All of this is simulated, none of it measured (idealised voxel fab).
Herein follows the process module entitled voxel ribs on slabs.
270 nm wide, 5 nm square cells: that's cross-section cut.
Notation: cross-section as square-cell grid; stated in bands, top first, going down; one or more cell rows per band. The band entry comprises the height of the band's top followed by the height of its bottom, expressed in nm, and subsequently the band's materials from left to right, each stated together with its width in nm. Where a single material is marked with the word "all across", that material fills the band from edge to edge. The word "empty" represents empty space. The level at which height equals 0 is the one under which the wafer, as it arrives, is entirely one material. No lower edge exists for the bottom band, which continues downward and is notated as in "0 nm and below". With a width like "30->40", each row of cells in the band differs from the next by the same amount, the top row carrying the first number and the bottom row the second. It should be understood that the words "no change occurred", when stated for a given step, signify that the cross-section underwent no change in any of its cells during that step. "Enclosed void listing" contains a list of empty spaces, each no smaller than 8 cells and without an open way to the top, written in the form width x height at distance with the distance from the left edge and all three in nm. Step line, after settings: the simulator's comment on this step. Steps that use a mask can have "overlay nm" on their line. It says how far the mask sat to the right of where it was meant to be. Negative means to the left.
So here's the lineup of process steps we planned
- 1: RECEIVE (material Si)
- 2: DIRECTIONAL_DEP (material SiO2; thk nm 30)
- 3: DIRECTIONAL_DEP (material SiN; thk nm 20)
- 4: PATTERN (tone cover; mask id RIB; material resist; width nm 25; thk nm 20; overlay nm 0)
- 5: DIRECTIONAL_ETCH (etch materials SiN; depth nm 15)
- 6: STRIP (etch materials resist)
- 7: PATTERN (tone cover; mask id SLAB; material resist; width nm 55; thk nm 20; overlay nm 0)
- 8: DIRECTIONAL_ETCH (etch materials SiN; depth nm 5)
- 9: STRIP (etch materials resist)
- 10: FILL_DEP (material SiO2; thk nm 15)
- 11: CMP (height nm 60)
- 12: DIRECTIONAL_DEP (material W; thk nm 10)
- 13: MASKED_ETCH (tone cover; mask id HEATER; width nm 35; etch materials W; depth nm 10; overlay nm 0)
- 14: CONFORMAL_DEP (material SiN; thk nm 5)
Wafer at receipt (post step 1), cross-section
0 nm and below  Si all across
Enclosed void listing: none
Cross-section taken at module completion on the first of two wafers; processed per the plan
75 nm to 70 nm  110 nm empty, 45 nm SiN, 115 nm empty
70 nm to 65 nm  110 nm empty, 5 nm SiN, 35 nm W, 5 nm SiN, 115 nm empty
65 nm to 60 nm  115 nm SiN, 35 nm W, 120 nm SiN
60 nm to 50 nm  SiO2 all across
50 nm to 35 nm  120 nm SiO2, 25 nm SiN, 125 nm SiO2
35 nm to 30 nm  105 nm SiO2, 55 nm SiN, 110 nm SiO2
30 nm to 0 nm  SiO2 all across
0 nm and below  Si all across
Enclosed void listing: none
Second of two wafers, module complete, sectioned: it shares the first wafer's start and plan but was run with one mistake
75 nm to 70 nm  110 nm empty, 45 nm SiN, 115 nm empty
70 nm to 65 nm  110 nm empty, 5 nm SiN, 35 nm W, 5 nm SiN, 115 nm empty
65 nm to 60 nm  115 nm SiN, 35 nm W, 120 nm SiN
60 nm to 45 nm  120 nm SiO2, 25 nm SiN, 125 nm SiO2
45 nm to 40 nm  105 nm SiO2, 55 nm SiN, 110 nm SiO2
40 nm to 30 nm  SiN all across
30 nm to 0 nm  SiO2 all across
0 nm and below  Si all across
Enclosed void listing: none
Run error: for step 3, the planned setting was not used; the step was instead run as DIRECTIONAL_DEP (material SiN; thk nm 30)
The final cell counts differ between the wafers, with the second having more or fewer of some materials than the first: +108 SiN, -108 SiO2
